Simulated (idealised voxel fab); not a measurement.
This section sets out a process module, namely voxel wiring stack.
Each square cell in cross-section cut measures 5 nm, and the section as a whole is 185 nm wide.
Format of a cross-section: grid, square cells. Given as bands. Order: top down. Band: one or more rows of cells. Each band's line starts with the height of the band's top and of its bottom, in nm. Then come its materials from left to right, each with its width in nm. One material with "edge to edge" fills the band from edge to edge. "blank" is empty space. Height datum 0, below which the as-received substrate wafer is one material. Lowest band open at the bottom, running downward: "0 down". The width entry "30 to 40" should be interpreted row by row: the top row of cells in the band takes the first number, the bottom row takes the second number, and the change between adjacent rows is uniform throughout. "nothing was modified" -> step changed no cross-section cell. For the entry "Closed voids list", the listed items are empty spaces with no open way to the top whose size is 8 cells or more; each item follows the pattern width x height at distance, where distance is from the left edge and all three are in nm. Post-settings text on a step line: simulator's own remark regarding the step. You can add "overlay nm" to a step's line. For a step with a mask, it describes how far the mask lay to the right of its planned position, and a negative number describes a lay to the left.

**Below is the list of planned process steps**
1) RECEIVE (material Si)
2) CONFORMAL_DEP (material SiO2; thk nm 15)
3) CONFORMAL_DEP (material SiCN; thk nm 5)
4) DIRECTIONAL_DEP (material SiO2; thk nm 20)
5) MASKED_ETCH (tone open; mask id METAL_1; width nm 30; pitch nm 60; etch materials SiO2; depth nm 20; overlay nm 0)
6) MASKED_ETCH (tone open; mask id METAL_1; width nm 30; pitch nm 60; etch materials SiCN; depth nm 5; overlay nm 0)
7) CONFORMAL_DEP (material TiN; thk nm 5)
8) FILL_DEP (material Ru; thk nm 10)
9) CMP (height nm 40)
10) CONFORMAL_DEP (material SiCN; thk nm 5)
11) DIRECTIONAL_DEP (material SiO2; thk nm 25)
12) PATTERN (tone open; mask id METAL_2; material resist; width nm 30; pitch nm 60; thk nm 15; overlay nm 0)
13) DIRECTIONAL_ETCH (etch materials SiO2; depth nm 15)
14) STRIP (etch materials resist)
15) MASKED_ETCH (tone open; mask id METAL_2_HOLES; width nm 15; pitch nm 60; etch materials SiO2; depth nm 10; overlay nm 0)
16) MASKED_ETCH (tone open; mask id METAL_2_HOLES; width nm 15; pitch nm 60; etch materials SiCN; depth nm 5; overlay nm 0)
17) CONFORMAL_DEP (material TiN; thk nm 5)
18) FILL_DEP (material Cu; thk nm 10)
19) CMP (height nm 70)
20) CONFORMAL_DEP (material SiCN; thk nm 5)
21) DIRECTIONAL_DEP (material SiO2; thk nm 35)
22) MASKED_ETCH (tone open; mask id METAL_3_HOLES; width nm 15; pitch nm 120; etch materials SiO2; depth nm 35; overlay nm 0)
23) MASKED_ETCH (tone open; mask id METAL_3; width nm 30; pitch nm 60; etch materials SiO2; depth nm 20; overlay nm 0)
24) MASKED_ETCH (tone open; mask id METAL_3; width nm 30; pitch nm 60; etch materials SiCN; depth nm 5; overlay nm 0)
25) CONFORMAL_DEP (material TiN; thk nm 5)
26) FILL_DEP (material Ru; thk nm 5)
27) CMP (height nm 110)
28) CONFORMAL_DEP (material SiCN; thk nm 5)

**Cross-section, incoming material, after step 1**
0 down = Si edge to edge
Closed voids list: none

**Wafer at module end, in section. Began as above, planned as above, run with one mistake**
115 to 110 = SiCN edge to edge
110 to 95 = SiO2 15 / TiN 5 / Ru 20 / TiN 5 / SiO2 30 / TiN 5 / Ru 20 / TiN 5 / SiO2 30 / TiN 5 / Ru 20 / TiN 5 / SiO2 20
95 to 90 = SiO2 15 / TiN 5 / Ru 5 / TiN 20 / SiO2 30 / TiN 30 / SiO2 30 / TiN 5 / Ru 5 / TiN 20 / SiO2 20
90 to 75 = SiO2 15 / TiN 5 / Ru 5 / TiN 5 / SiO2 105 / TiN 5 / Ru 5 / TiN 5 / SiO2 35
75 to 70 = SiCN 15 / TiN 15 / SiCN 105 / TiN 15 / SiCN 35
70 to 60 = SiO2 15 / TiN 5 / Cu 20 / TiN 5 / SiO2 30 / TiN 5 / Cu 20 / TiN 5 / SiO2 30 / TiN 5 / Cu 20 / TiN 5 / SiO2 20
60 to 55 = SiO2 15 / TiN 5 / Cu 5 / TiN 20 / SiO2 30 / TiN 5 / Cu 5 / TiN 20 / SiO2 30 / TiN 5 / Cu 5 / TiN 20 / SiO2 20
55 to 45 = SiO2 15 / TiN 5 / Cu 5 / TiN 5 / SiO2 45 / TiN 5 / Cu 5 / TiN 5 / SiO2 45 / TiN 5 / Cu 5 / TiN 5 / SiO2 35
45 to 40 = SiCN 15 / TiN 15 / SiCN 45 / TiN 15 / SiCN 45 / TiN 15 / SiCN 35
40 to 20 = SiO2 20 / TiN 5 / Ru 10 / TiN 5 / SiO2 40 / TiN 5 / Ru 10 / TiN 5 / SiO2 40 / TiN 5 / Ru 10 / TiN 5 / SiO2 25
20 to 15 = SiCN 20 / TiN 20 / SiCN 40 / TiN 20 / SiCN 40 / TiN 20 / SiCN 25
15 to 0 = SiO2 edge to edge
0 down = Si edge to edge
Closed voids list: none
The plan and the run diverged here: so step 5 ended up running with a different setting than we planned, it ran as MASKED_ETCH (tone open; mask id METAL_1; width nm 20; pitch nm 60; etch materials SiO2; depth nm 20; overlay nm 0)
